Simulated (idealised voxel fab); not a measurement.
process module | voxel double patterning
cross-section cut | 240 nm wide | cells 5 nm
A cross-section is a grid of square cells, given in bands from the top down. A band is one or more rows of cells.
Each band's line starts with the height of the band's top and of its bottom, in nm. Then come its materials from left to right, each with its width in nm. One material with "throughout" fills the band from edge to edge. "air" is empty space.
Height 0 is the level under which the wafer as received is all one material. The lowest band goes on downwards, as in "0 down".
A width such as "30 to 40" changes by the same amount from each row of cells to the next, from the band's top row to its bottom row.
"no change" after a step means that no cell of the cross-section changed.
closed voids: empty space of 8 cells or more with no open way to the top, each as width x height at its distance from the left edge, in nm
after a step's settings: what the simulator itself notes on the step
overlay nm, on a step with a mask: how far to the right of its planned place the mask lay; to the left if negative
plan
1 op RECEIVE | material Si
2 op CONFORMAL_DEP | material SiN | thk nm 5
3 op DIRECTIONAL_DEP | material SiO2 | thk nm 10
4 op DIRECTIONAL_DEP | material SiCN | thk nm 5
5 op PATTERN | tone open | mask id FIRST | material resist | width nm 15 | pitch nm 50 | thk nm 15 | overlay nm 0
6 op DIRECTIONAL_ETCH | etch materials SiCN | depth nm 10
7 op STRIP | etch materials resist
8 op MASKED_ETCH | tone open | mask id SECOND | width nm 15 | pitch nm 50 | etch materials SiCN | depth nm 10 | overlay nm 0
9 op DIRECTIONAL_ETCH | etch materials SiO2 | depth nm 10
10 op STRIP | etch materials SiCN
varied across the wafers: thk nm of step 4. The plan shows the first wafer's value. All wafers start alike
first wafer as received, after step 1
  0 down: Si throughout
  closed voids: none
each wafer at the end: cells of each material gained (+) or lost (-) since it was received, then its closed voids
thk nm 5 | +48 SiN | +66 SiO2 | closed voids: none
thk nm 10 | +48 SiN | +66 SiO2 | closed voids: none
thk nm 15 | +48 SiN | +96 SiO2 | closed voids: none
thk nm 20 | +48 SiN | +96 SiO2 | closed voids: none
thk nm 25 | +48 SiN | +96 SiO2 | closed voids: none
